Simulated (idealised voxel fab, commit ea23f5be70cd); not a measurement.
Herein follows the process module entitled voxel wiring stack.
Section cut is 220 nm wide and gridded with 5 nm square cells.
Cross-sections here: square-cell grids, written as top-down lists of bands, a band being one or more rows of cells. For a band, the entry starts with two heights in nm, that of the top and then that of the bottom, and carries on with the band's materials in order from left to right, each alongside its width in nm; the word "all across" beside a single material means it fills the band edge to edge, and "empty" means empty space. All heights in this document are referenced to 0, defined as the level beneath which the wafer, as received, consists entirely of one material. The lowest band is not bounded below; it extends indefinitely downward and is written in the form "0..down". A width such as "30->40" changes by the same amount from each row of cells to the next, from the band's top row to its bottom row. When a step is marked "all unchanged", none of the cells in the cross-section changed during that step. In the "Voids, enclosed" entry, you get each enclosed empty space of 8 cells or more, one with no open way to the top, written width x height at distance, distance from the left edge, in nm. That trailing text on a step's line, after the settings, is the simulator's own remark on the step. overlay nm: step with mask; distance mask lay right of planned place; negative value = left of planned place.
Steps in the process plan
| 1 | RECEIVE, material Si |
| 2 | CONFORMAL_DEP, material SiO2, thk nm 10 |
| 3 | DIRECTIONAL_DEP, material TiN, thk nm 5 |
| 4 | DIRECTIONAL_DEP, material Ru, thk nm 15 |
| 5 | MASKED_ETCH, tone cover, mask id METAL_1, width nm 30, pitch nm 50, etch materials Ru, depth nm 15, overlay nm 0 |
| 6 | MASKED_ETCH, tone cover, mask id METAL_1, width nm 30, pitch nm 50, etch materials TiN, depth nm 5, overlay nm 0 |
| 7 | FILL_DEP, material lowk, thk nm 5 |
| 8 | CMP, height nm 30 |
| 9 | CONFORMAL_DEP, material SiCN, thk nm 5 |
| 10 | DIRECTIONAL_DEP, material lowk, thk nm 10 |
| 11 | MASKED_ETCH, tone open, mask id PLUG_1, width nm 15, pitch nm 50, etch materials lowk, depth nm 10, overlay nm 0 |
| 12 | MASKED_ETCH, tone open, mask id PLUG_1, width nm 15, pitch nm 50, etch materials SiCN, depth nm 5, overlay nm 0 |
| 13 | EPI, material Ru, thk nm 10 |
| 14 | EPI, material Ru, thk nm 5 |
| 15 | DIRECTIONAL_DEP, material TiN, thk nm 5 |
| 16 | DIRECTIONAL_DEP, material Ru, thk nm 20 |
| 17 | DIRECTIONAL_DEP, material aC, thk nm 10 |
| 18 | PATTERN, tone cover, mask id METAL_2, material resist, width nm 30, pitch nm 50, thk nm 30, overlay nm 0 |
| 19 | DIRECTIONAL_ETCH, etch materials aC, depth nm 10 |
| 20 | STRIP, etch materials resist |
| 21 | DIRECTIONAL_ETCH, etch materials Ru, depth nm 20 |
| 22 | DIRECTIONAL_ETCH, etch materials TiN, depth nm 5 |
| 23 | STRIP, etch materials aC |
| 24 | CONFORMAL_DEP, material SiN, thk nm 5 |
| 25 | FILL_DEP, material SiO2, thk nm 5 |
| 26 | CMP, height nm 70 |
| 27 | CONFORMAL_DEP, material SiCN, thk nm 5 |
| 28 | DIRECTIONAL_DEP, material lowk, thk nm 20 |
| 29 | PATTERN, tone open, mask id PLUG_2, material resist, width nm 15, pitch nm 50, thk nm 20, overlay nm 0 |
| 30 | DIRECTIONAL_ETCH, etch materials lowk, depth nm 20 |
| 31 | DIRECTIONAL_ETCH, etch materials SiCN, depth nm 5 |
| 32 | STRIP, etch materials resist |
| 33 | EPI, material Ru, thk nm 10 |
| 34 | EPI, material Ru, thk nm 10 |
| 35 | EPI, material Ru, thk nm 5 |
| 36 | CONFORMAL_DEP, material SiCN, thk nm 5 |
| 37 | DIRECTIONAL_DEP, material lowk, thk nm 25 |
| 38 | MASKED_ETCH, tone open, mask id METAL_3, width nm 30, pitch nm 50, etch materials lowk, depth nm 25, overlay nm 0 |
| 39 | MASKED_ETCH, tone open, mask id METAL_3, width nm 30, pitch nm 50, etch materials SiCN, depth nm 5, overlay nm 0 |
| 40 | CONFORMAL_DEP, material TiN, thk nm 5 |
| 41 | FILL_DEP, material W, thk nm 5 |
| 42 | CMP, height nm 125 |
| 43 | EPI, material Ru, thk nm 5 |
| 44 | FILL_DEP, material SiCN, thk nm 5 |
First wafer out of two, processed as planned
Cross-section of the wafer at receipt, which is the condition after step 1
	0..down = Si all across
	Voids, enclosed: none
Cross-section: wafer state after step 2
	10..0 = SiO2 all across
	Lower than 0, everything is as it was.
Cross-section: wafer state after step 3
	15..10 = TiN all across
	Lower than 10, everything is as it was.
Cross-section: wafer state after step 4
	30..15 = Ru all across
	Lower than 15, everything is as it was.
Cross-section: wafer state after step 5
	30..15 = empty: 45, then Ru: 30, then empty: 20, then Ru: 30, then empty: 20, then Ru: 30, then empty: 45
	Lower than 15, everything is as it was.
Cross-section: wafer state after step 6
	30..15 = empty: 45, then Ru: 30, then empty: 20, then Ru: 30, then empty: 20, then Ru: 30, then empty: 45
	15..10 = empty: 45, then TiN: 30, then empty: 20, then TiN: 30, then empty: 20, then TiN: 30, then empty: 45
	Lower than 10, everything is as it was.
Cross-section: wafer state after step 7
	35..30 = lowk all across
	30..15 = lowk: 45, then Ru: 30, then lowk: 20, then Ru: 30, then lowk: 20, then Ru: 30, then lowk: 45
	15..10 = lowk: 45, then TiN: 30, then lowk: 20, then TiN: 30, then lowk: 20, then TiN: 30, then lowk: 45
	Lower than 10, everything is as it was.
Cross-section: wafer state after step 8
	30..15 = lowk: 45, then Ru: 30, then lowk: 20, then Ru: 30, then lowk: 20, then Ru: 30, then lowk: 45
	Lower than 15, everything is as it was.
Cross-section: wafer state after step 9
	35..30 = SiCN all across
	Lower than 30, everything is as it was.
Cross-section: wafer state after step 10
	45..35 = lowk all across
	Lower than 35, everything is as it was.
Cross-section: wafer state after step 11
	45..35 = lowk: 45, then empty: 15, then lowk: 35, then empty: 15, then lowk: 35, then empty: 15, then lowk: 60
	Lower than 35, everything is as it was.
Cross-section: wafer state after step 12
	45..35 = lowk: 45, then empty: 15, then lowk: 35, then empty: 15, then lowk: 35, then empty: 15, then lowk: 60
	35..30 = SiCN: 45, then empty: 15, then SiCN: 35, then empty: 15, then SiCN: 35, then empty: 15, then SiCN: 60
	Lower than 30, everything is as it was.
Cross-section: wafer state after step 13
	45..40 = lowk: 45, then empty: 15, then lowk: 35, then empty: 15, then lowk: 35, then empty: 15, then lowk: 60
	40..35 = lowk: 45, then Ru: 15, then lowk: 35, then Ru: 15, then lowk: 35, then Ru: 15, then lowk: 60
	35..30 = SiCN: 45, then Ru: 15, then SiCN: 35, then Ru: 15, then SiCN: 35, then Ru: 15, then SiCN: 60
	Lower than 30, everything is as it was.
Cross-section: wafer state after step 14
	45..35 = lowk: 45, then Ru: 15, then lowk: 35, then Ru: 15, then lowk: 35, then Ru: 15, then lowk: 60
	Lower than 35, everything is as it was.
Cross-section: wafer state after step 15
	50..45 = TiN all across
	Lower than 45, everything is as it was.
Cross-section: wafer state after step 16
	70..50 = Ru all across
	Lower than 50, everything is as it was.
Cross-section: wafer state after step 17
	80..70 = aC all across
	Lower than 70, everything is as it was.
Cross-section: wafer state after step 18
	110..80 = empty: 45, then resist: 30, then empty: 20, then resist: 30, then empty: 20, then resist: 30, then empty: 45
	Lower than 80, everything is as it was.
Cross-section: wafer state after step 19
	100..80 = empty: 45, then resist: 30, then empty: 20, then resist: 30, then empty: 20, then resist: 30, then empty: 45
	80..70 = empty: 45, then aC: 30, then empty: 20, then aC: 30, then empty: 20, then aC: 30, then empty: 45
	Lower than 70, everything is as it was.
Cross-section: wafer state after step 20
	80..70 = empty: 45, then aC: 30, then empty: 20, then aC: 30, then empty: 20, then aC: 30, then empty: 45
	Lower than 70, everything is as it was.
Cross-section: wafer state after step 21
	80..70 = empty: 45, then aC: 30, then empty: 20, then aC: 30, then empty: 20, then aC: 30, then empty: 45
	70..50 = empty: 45, then Ru: 30, then empty: 20, then Ru: 30, then empty: 20, then Ru: 30, then empty: 45
	Lower than 50, everything is as it was.
Cross-section: wafer state after step 22
	80..70 = empty: 45, then aC: 30, then empty: 20, then aC: 30, then empty: 20, then aC: 30, then empty: 45
	70..50 = empty: 45, then Ru: 30, then empty: 20, then Ru: 30, then empty: 20, then Ru: 30, then empty: 45
	50..45 = empty: 45, then TiN: 30, then empty: 20, then TiN: 30, then empty: 20, then TiN: 30, then empty: 45
	Lower than 45, everything is as it was.
Cross-section: wafer state after step 23
	70..50 = empty: 45, then Ru: 30, then empty: 20, then Ru: 30, then empty: 20, then Ru: 30, then empty: 45
	Lower than 50, everything is as it was.
Cross-section: wafer state after step 24
	75..70 = empty: 40, then SiN: 40, then empty: 10, then SiN: 40, then empty: 10, then SiN: 40, then empty: 40
	70..50 = empty: 40, then SiN: 5, then Ru: 30, then SiN: 5, then empty: 10, then SiN: 5, then Ru: 30, then SiN: 5, then empty: 10, then SiN: 5, then Ru: 30, then SiN: 5, then empty: 40
	50..45 = SiN: 45, then TiN: 30, then SiN: 20, then TiN: 30, then SiN: 20, then TiN: 30, then SiN: 45
	Lower than 45, everything is as it was.
Cross-section: wafer state after step 25
	80..75 = SiO2 all across
	75..70 = SiO2: 40, then SiN: 40, then SiO2: 10, then SiN: 40, then SiO2: 10, then SiN: 40, then SiO2: 40
	70..50 = SiO2: 40, then SiN: 5, then Ru: 30, then SiN: 5, then SiO2: 10, then SiN: 5, then Ru: 30, then SiN: 5, then SiO2: 10, then SiN: 5, then Ru: 30, then SiN: 5, then SiO2: 40
	Lower than 50, everything is as it was.
Cross-section: wafer state after step 26
	70..50 = SiO2: 40, then SiN: 5, then Ru: 30, then SiN: 5, then SiO2: 10, then SiN: 5, then Ru: 30, then SiN: 5, then SiO2: 10, then SiN: 5, then Ru: 30, then SiN: 5, then SiO2: 40
	Lower than 50, everything is as it was.
Cross-section: wafer state after step 27
	75..70 = SiCN all across
	Lower than 70, everything is as it was.
Cross-section: wafer state after step 28
	95..75 = lowk all across
	Lower than 75, everything is as it was.
Cross-section: wafer state after step 29
	115..95 = resist: 45, then empty: 15, then resist: 35, then empty: 15, then resist: 35, then empty: 15, then resist: 60
	Lower than 95, everything is as it was.
Cross-section: wafer state after step 30
	115..95 = resist: 45, then empty: 15, then resist: 35, then empty: 15, then resist: 35, then empty: 15, then resist: 60
	95..75 = lowk: 45, then empty: 15, then lowk: 35, then empty: 15, then lowk: 35, then empty: 15, then lowk: 60
	Lower than 75, everything is as it was.
Cross-section: wafer state after step 31
	115..95 = resist: 45, then empty: 15, then resist: 35, then empty: 15, then resist: 35, then empty: 15, then resist: 60
	95..75 = lowk: 45, then empty: 15, then lowk: 35, then empty: 15, then lowk: 35, then empty: 15, then lowk: 60
	75..70 = SiCN: 45, then empty: 15, then SiCN: 35, then empty: 15, then SiCN: 35, then empty: 15, then SiCN: 60
	Lower than 70, everything is as it was.
Cross-section: wafer state after step 32
	95..75 = lowk: 45, then empty: 15, then lowk: 35, then empty: 15, then lowk: 35, then empty: 15, then lowk: 60
	Lower than 75, everything is as it was.
Cross-section: wafer state after step 33
	95..80 = lowk: 45, then empty: 15, then lowk: 35, then empty: 15, then lowk: 35, then empty: 15, then lowk: 60
	80..75 = lowk: 45, then Ru: 15, then lowk: 35, then Ru: 15, then lowk: 35, then Ru: 15, then lowk: 60
	75..70 = SiCN: 45, then Ru: 15, then SiCN: 35, then Ru: 15, then SiCN: 35, then Ru: 15, then SiCN: 60
	Lower than 70, everything is as it was.
Cross-section: wafer state after step 34
	95..90 = lowk: 45, then empty: 15, then lowk: 35, then empty: 15, then lowk: 35, then empty: 15, then lowk: 60
	90..75 = lowk: 45, then Ru: 15, then lowk: 35, then Ru: 15, then lowk: 35, then Ru: 15, then lowk: 60
	Lower than 75, everything is as it was.
Cross-section: wafer state after step 35
	95..75 = lowk: 45, then Ru: 15, then lowk: 35, then Ru: 15, then lowk: 35, then Ru: 15, then lowk: 60
	Lower than 75, everything is as it was.
Cross-section: wafer state after step 36
	100..95 = SiCN all across
	Lower than 95, everything is as it was.
Cross-section: wafer state after step 37
	125..100 = lowk all across
	Lower than 100, everything is as it was.
Cross-section: wafer state after step 38
	125..100 = lowk: 45, then empty: 30, then lowk: 20, then empty: 30, then lowk: 20, then empty: 30, then lowk: 45
	Lower than 100, everything is as it was.
Cross-section: wafer state after step 39
	125..100 = lowk: 45, then empty: 30, then lowk: 20, then empty: 30, then lowk: 20, then empty: 30, then lowk: 45
	100..95 = SiCN: 45, then empty: 30, then SiCN: 20, then empty: 30, then SiCN: 20, then empty: 30, then SiCN: 45
	Lower than 95, everything is as it was.
Cross-section: wafer state after step 40
	130..125 = TiN: 50, then empty: 20, then TiN: 30, then empty: 20, then TiN: 30, then empty: 20, then TiN: 50
	125..100 = lowk: 45, then TiN: 5, then empty: 20, then TiN: 5, then lowk: 20, then TiN: 5, then empty: 20, then TiN: 5, then lowk: 20, then TiN: 5, then empty: 20, then TiN: 5, then lowk: 45
	100..95 = SiCN: 45, then TiN: 30, then SiCN: 20, then TiN: 30, then SiCN: 20, then TiN: 30, then SiCN: 45
	Lower than 95, everything is as it was.
Cross-section: wafer state after step 41
	135..130 = W all across
	130..125 = TiN: 50, then W: 20, then TiN: 30, then W: 20, then TiN: 30, then W: 20, then TiN: 50
	125..100 = lowk: 45, then TiN: 5, then W: 20, then TiN: 5, then lowk: 20, then TiN: 5, then W: 20, then TiN: 5, then lowk: 20, then TiN: 5, then W: 20, then TiN: 5, then lowk: 45
	Lower than 100, everything is as it was.
Cross-section: wafer state after step 42
	125..100 = lowk: 45, then TiN: 5, then W: 20, then TiN: 5, then lowk: 20, then TiN: 5, then W: 20, then TiN: 5, then lowk: 20, then TiN: 5, then W: 20, then TiN: 5, then lowk: 45
	Lower than 100, everything is as it was.
Cross-section: wafer state after step 43
	130..125 = empty: 40, then Ru: 40, then empty: 10, then Ru: 40, then empty: 10, then Ru: 40, then empty: 40
	Lower than 125, everything is as it was.
Cross-section: wafer state after step 44
	135..130 = SiCN all across
	130..125 = SiCN: 40, then Ru: 40, then SiCN: 10, then Ru: 40, then SiCN: 10, then Ru: 40, then SiCN: 40
	Lower than 125, everything is as it was.
Second of two: same start, same plan, one run error; steps up to and including 32 match the first
At the planned end of step 34, the second wafer in cross-section
	100..95 = empty: 40, then Ru: 25, then empty: 25, then Ru: 25, then empty: 25, then Ru: 25, then empty: 55
	95..75 = lowk: 45, then Ru: 15, then lowk: 35, then Ru: 15, then lowk: 35, then Ru: 15, then lowk: 60
	75..70 = SiCN: 45, then Ru: 15, then SiCN: 35, then Ru: 15, then SiCN: 35, then Ru: 15, then SiCN: 60
	Lower than 70, everything is as it was.
At the planned end of step 35, the second wafer in cross-section
	105..95 = empty: 35, then Ru: 35, then empty: 15, then Ru: 35, then empty: 15, then Ru: 35, then empty: 50
	Lower than 95, everything is as it was.
At the planned end of step 36, the second wafer in cross-section
	110..105 = empty: 30, then SiCN: 45, then empty: 5, then SiCN: 45, then empty: 5, then SiCN: 45, then empty: 45
	105..100 = empty: 30, then SiCN: 5, then Ru: 35, then SiCN: 5, then empty: 5, then SiCN: 5, then Ru: 35, then SiCN: 5, then empty: 5, then SiCN: 5, then Ru: 35, then SiCN: 5, then empty: 45
	100..95 = SiCN: 35, then Ru: 35, then SiCN: 15, then Ru: 35, then SiCN: 15, then Ru: 35, then SiCN: 50
	Lower than 95, everything is as it was.
At the planned end of step 37, the second wafer in cross-section
	135..125 = empty: 30, then lowk: 45, then empty: 5, then lowk: 45, then empty: 5, then lowk: 45, then empty: 45
	125..110 = lowk all across
	110..105 = lowk: 30, then SiCN: 45, then lowk: 5, then SiCN: 45, then lowk: 5, then SiCN: 45, then lowk: 45
	105..100 = lowk: 30, then SiCN: 5, then Ru: 35, then SiCN: 5, then lowk: 5, then SiCN: 5, then Ru: 35, then SiCN: 5, then lowk: 5, then SiCN: 5, then Ru: 35, then SiCN: 5, then lowk: 45
	Lower than 100, everything is as it was.
At the planned end of step 38, the second wafer in cross-section
	135..125 = empty: 30, then lowk: 15, then empty: 35, then lowk: 15, then empty: 35, then lowk: 15, then empty: 75
	125..110 = lowk: 45, then empty: 30, then lowk: 20, then empty: 30, then lowk: 20, then empty: 30, then lowk: 45
	Lower than 110, everything is as it was.
At the planned end of step 39, the second wafer in cross-section
	135..125 = empty: 30, then lowk: 15, then empty: 35, then lowk: 15, then empty: 35, then lowk: 15, then empty: 75
	125..110 = lowk: 45, then empty: 30, then lowk: 20, then empty: 30, then lowk: 20, then empty: 30, then lowk: 45
	110..105 = lowk: 30, then SiCN: 15, then empty: 30, then lowk: 5, then SiCN: 15, then empty: 30, then lowk: 5, then SiCN: 15, then empty: 30, then lowk: 45
	Lower than 105, everything is as it was.
At the planned end of step 40, the second wafer in cross-section
	140..135 = empty: 25, then TiN: 25, then empty: 25, then TiN: 25, then empty: 25, then TiN: 25, then empty: 70
	135..130 = empty: 25, then TiN: 5, then lowk: 15, then TiN: 5, then empty: 25, then TiN: 5, then lowk: 15, then TiN: 5, then empty: 25, then TiN: 5, then lowk: 15, then TiN: 5, then empty: 70
	130..125 = TiN: 30, then lowk: 15, then TiN: 5, then empty: 20, then TiN: 10, then lowk: 15, then TiN: 5, then empty: 20, then TiN: 10, then lowk: 15, then TiN: 5, then empty: 20, then TiN: 50
	125..110 = lowk: 45, then TiN: 5, then empty: 20, then TiN: 5, then lowk: 20, then TiN: 5, then empty: 20, then TiN: 5, then lowk: 20, then TiN: 5, then empty: 20, then TiN: 5, then lowk: 45
	110..105 = lowk: 30, then SiCN: 15, then TiN: 30, then lowk: 5, then SiCN: 15, then TiN: 30, then lowk: 5, then SiCN: 15, then TiN: 30, then lowk: 45
	Lower than 105, everything is as it was.
At the planned end of step 41, the second wafer in cross-section
	145..140 = W all across
	140..135 = W: 25, then TiN: 25, then W: 25, then TiN: 25, then W: 25, then TiN: 25, then W: 70
	135..130 = W: 25, then TiN: 5, then lowk: 15, then TiN: 5, then W: 25, then TiN: 5, then lowk: 15, then TiN: 5, then W: 25, then TiN: 5, then lowk: 15, then TiN: 5, then W: 70
	130..125 = TiN: 30, then lowk: 15, then TiN: 5, then W: 20, then TiN: 10, then lowk: 15, then TiN: 5, then W: 20, then TiN: 10, then lowk: 15, then TiN: 5, then W: 20, then TiN: 50
	125..110 = lowk: 45, then TiN: 5, then W: 20, then TiN: 5, then lowk: 20, then TiN: 5, then W: 20, then TiN: 5, then lowk: 20, then TiN: 5, then W: 20, then TiN: 5, then lowk: 45
	Lower than 110, everything is as it was.
At the planned end of step 42, the second wafer in cross-section
	125..110 = lowk: 45, then TiN: 5, then W: 20, then TiN: 5, then lowk: 20, then TiN: 5, then W: 20, then TiN: 5, then lowk: 20, then TiN: 5, then W: 20, then TiN: 5, then lowk: 45
	Lower than 110, everything is as it was.
At the planned end of step 43, the second wafer in cross-section
	130..125 = empty: 40, then Ru: 40, then empty: 10, then Ru: 40, then empty: 10, then Ru: 40, then empty: 40
	Lower than 125, everything is as it was.
At the planned end of step 44, the second wafer in cross-section
	135..130 = SiCN all across
	130..125 = SiCN: 40, then Ru: 40, then SiCN: 10, then Ru: 40, then SiCN: 10, then Ru: 40, then SiCN: 40
	Lower than 125, everything is as it was.
Deviation from plan: ran twice: one of 33 and 34, identical steps, cannot tell which
Final cells, second wafer relative to first, materials higher or lower: Ru: 42 more; SiCN: 12 more; TiN: 12 fewer; W: 24 fewer; lowk: 18 fewer
